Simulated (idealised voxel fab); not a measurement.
Proc. module: voxel quadruple lines
255 nm wide, 5 nm square cells: that's cross-section cut.
Just so we're on the same page, the cross-sections are grids of square cells, and they're listed out in bands top to bottom, each band one or more rows deep.
Within each band entry, the heights of the top and of the bottom of the band appear first, in that order and in nm; the materials of the band then follow from left to right, each with its corresponding width in nm. The designation "throughout" on a single material indicates that it fills the band from edge to edge; the designation "blank" indicates empty space.
It should be noted that heights are counted from 0, beneath which the wafer as supplied is of one material throughout, and that the lowest band possesses no lower boundary but continues downward, as written in "0..down".
Width: "30 to 40" (first number = top row, second number = bottom row, same change from row to row of cells).
Key: "stayed the same" - step with no changed cell in the cross-section.
Reported under the label "Closed-off voids" are the empty spaces having no open way to the top and comprising 8 cells or more; the notation for each is width x height at distance, in which the distance is measured from the left edge and all three values are in nm.
If you see something after the settings on a step's line, that's the simulator's own remark about that step.
A step's line can hold "overlay nm"; with a mask on that step, the setting says how far right of the planned place the mask lay, while a negative setting says it lay to the left.
[Set out below are the planned steps of the process]
1: RECEIVE | material Si
2: CONFORMAL_DEP | material Al2O3 | thk nm 10
3: DIRECTIONAL_DEP | material W | thk nm 15
4: DIRECTIONAL_DEP | material polySi | thk nm 15
5: DIRECTIONAL_DEP | material aC | thk nm 20
6: PATTERN | tone cover | mask id MANDREL | material resist | width nm 30 | thk nm 30 | overlay nm 0
7: DIRECTIONAL_ETCH | etch materials aC | depth nm 20
8: STRIP | etch materials resist
9: CONFORMAL_DEP | material SiO2 | thk nm 10
10: DIRECTIONAL_ETCH | etch materials SiO2 | depth nm 10
11: STRIP | etch materials aC
12: DIRECTIONAL_ETCH | etch materials polySi | depth nm 15
13: STRIP | etch materials SiO2
14: CONFORMAL_DEP | material SiN | thk nm 10
15: DIRECTIONAL_ETCH | etch materials SiN | depth nm 10
16: STRIP | etch materials polySi
17: DIRECTIONAL_ETCH | etch materials W | depth nm 15
18: STRIP | etch materials SiN
[What follows covers the first of two wafers; it ran as planned]
[Incoming wafer, cross-sectional view, post step 1]
0..down = Si throughout
Closed-off voids: none
[Take a look at the wafer's cross-section after step 2]
10..0 = Al2O3 throughout
Below 0 it's all the same as before, nothing changed down there.
[Take a look at the wafer's cross-section after step 3]
25..10 = W throughout
Below 10 it's all the same as before, nothing changed down there.
[Take a look at the wafer's cross-section after step 4]
40..25 = polySi throughout
Below 25 it's all the same as before, nothing changed down there.
[Take a look at the wafer's cross-section after step 5]
60..40 = aC throughout
Below 40 it's all the same as before, nothing changed down there.
[Take a look at the wafer's cross-section after step 6]
90..60 = blank: 110 | resist: 30 | blank: 115
Below 60 it's all the same as before, nothing changed down there.
[Take a look at the wafer's cross-section after step 7]
70..60 = blank: 110 | resist: 30 | blank: 115
60..40 = blank: 110 | aC: 30 | blank: 115
Below 40 it's all the same as before, nothing changed down there.
[Take a look at the wafer's cross-section after step 8]
60..40 = blank: 110 | aC: 30 | blank: 115
Below 40 it's all the same as before, nothing changed down there.
[Take a look at the wafer's cross-section after step 9]
70..60 = blank: 100 | SiO2: 50 | blank: 105
60..50 = blank: 100 | SiO2: 10 | aC: 30 | SiO2: 10 | blank: 105
50..40 = SiO2: 110 | aC: 30 | SiO2: 115
Below 40 it's all the same as before, nothing changed down there.
[Take a look at the wafer's cross-section after step 10]
60..40 = blank: 100 | SiO2: 10 | aC: 30 | SiO2: 10 | blank: 105
Below 40 it's all the same as before, nothing changed down there.
[Take a look at the wafer's cross-section after step 11]
60..40 = blank: 100 | SiO2: 10 | blank: 30 | SiO2: 10 | blank: 105
Below 40 it's all the same as before, nothing changed down there.
[Take a look at the wafer's cross-section after step 12]
60..40 = blank: 100 | SiO2: 10 | blank: 30 | SiO2: 10 | blank: 105
40..25 = blank: 100 | polySi: 10 | blank: 30 | polySi: 10 | blank: 105
Below 25 it's all the same as before, nothing changed down there.
[Take a look at the wafer's cross-section after step 13]
40..25 = blank: 100 | polySi: 10 | blank: 30 | polySi: 10 | blank: 105
Below 25 it's all the same as before, nothing changed down there.
[Take a look at the wafer's cross-section after step 14]
50..40 = blank: 90 | SiN: 30 | blank: 10 | SiN: 30 | blank: 95
40..35 = blank: 90 | SiN: 10 | polySi: 10 | SiN: 10 | blank: 10 | SiN: 10 | polySi: 10 | SiN: 10 | blank: 95
35..25 = SiN: 100 | polySi: 10 | SiN: 30 | polySi: 10 | SiN: 105
Below 25 it's all the same as before, nothing changed down there.
[Take a look at the wafer's cross-section after step 15]
40..25 = blank: 90 | SiN: 10 | polySi: 10 | SiN: 10 | blank: 10 | SiN: 10 | polySi: 10 | SiN: 10 | blank: 95
Below 25 it's all the same as before, nothing changed down there.
[Take a look at the wafer's cross-section after step 16]
40..25 = blank: 90 | SiN: 10 | blank: 10 | SiN: 10 | blank: 10 | SiN: 10 | blank: 10 | SiN: 10 | blank: 95
Below 25 it's all the same as before, nothing changed down there.
[Take a look at the wafer's cross-section after step 17]
40..25 = blank: 90 | SiN: 10 | blank: 10 | SiN: 10 | blank: 10 | SiN: 10 | blank: 10 | SiN: 10 | blank: 95
25..10 = blank: 90 | W: 10 | blank: 10 | W: 10 | blank: 10 | W: 10 | blank: 10 | W: 10 | blank: 95
Below 10 it's all the same as before, nothing changed down there.
[Take a look at the wafer's cross-section after step 18]
25..10 = blank: 90 | W: 10 | blank: 10 | W: 10 | blank: 10 | W: 10 | blank: 10 | W: 10 | blank: 95
Below 10 it's all the same as before, nothing changed down there.
[Here the second wafer is described. Its start and its plan were those of the first wafer. Its run contained one mistake. Up to and including step 10, it did exactly what the first wafer did]
[Look at the second wafer in cross-section at the time step 11 ought to have finished]
60..40 = blank: 100 | SiO2: 10 | aC: 30 | SiO2: 10 | blank: 105
40..25 = blank: 100 | polySi: 50 | blank: 105
Below 25 it's all the same as before, nothing changed down there.
[Look at the second wafer in cross-section at the time step 12 ought to have finished]
60..40 = blank: 100 | SiO2: 10 | blank: 30 | SiO2: 10 | blank: 105
Below 40 it's all the same as before, nothing changed down there.
[Look at the second wafer in cross-section at the time step 13 ought to have finished]
40..25 = blank: 100 | polySi: 50 | blank: 105
Below 25 it's all the same as before, nothing changed down there.
[Look at the second wafer in cross-section at the time step 14 ought to have finished]
50..40 = blank: 90 | SiN: 70 | blank: 95
40..35 = blank: 90 | SiN: 10 | polySi: 50 | SiN: 10 | blank: 95
35..25 = SiN: 100 | polySi: 50 | SiN: 105
Below 25 it's all the same as before, nothing changed down there.
[Look at the second wafer in cross-section at the time step 15 ought to have finished]
40..25 = blank: 90 | SiN: 10 | polySi: 50 | SiN: 10 | blank: 95
Below 25 it's all the same as before, nothing changed down there.
[Look at the second wafer in cross-section at the time step 16 ought to have finished]
40..25 = blank: 90 | SiN: 10 | blank: 50 | SiN: 10 | blank: 95
Below 25 it's all the same as before, nothing changed down there.
[Look at the second wafer in cross-section at the time step 17 ought to have finished]
40..25 = blank: 90 | SiN: 10 | blank: 50 | SiN: 10 | blank: 95
25..10 = blank: 90 | W: 10 | blank: 50 | W: 10 | blank: 95
Below 10 it's all the same as before, nothing changed down there.
[Look at the second wafer in cross-section at the time step 18 ought to have finished]
25..10 = blank: 90 | W: 10 | blank: 50 | W: 10 | blank: 95
Below 10 it's all the same as before, nothing changed down there.
So what did we get wrong on this run? so 11 and 12 got swapped relative to the plan, each ran where the other was supposed to
Final comparison by cell count, materials where the second wafer has more or fewer than the first: -12 W
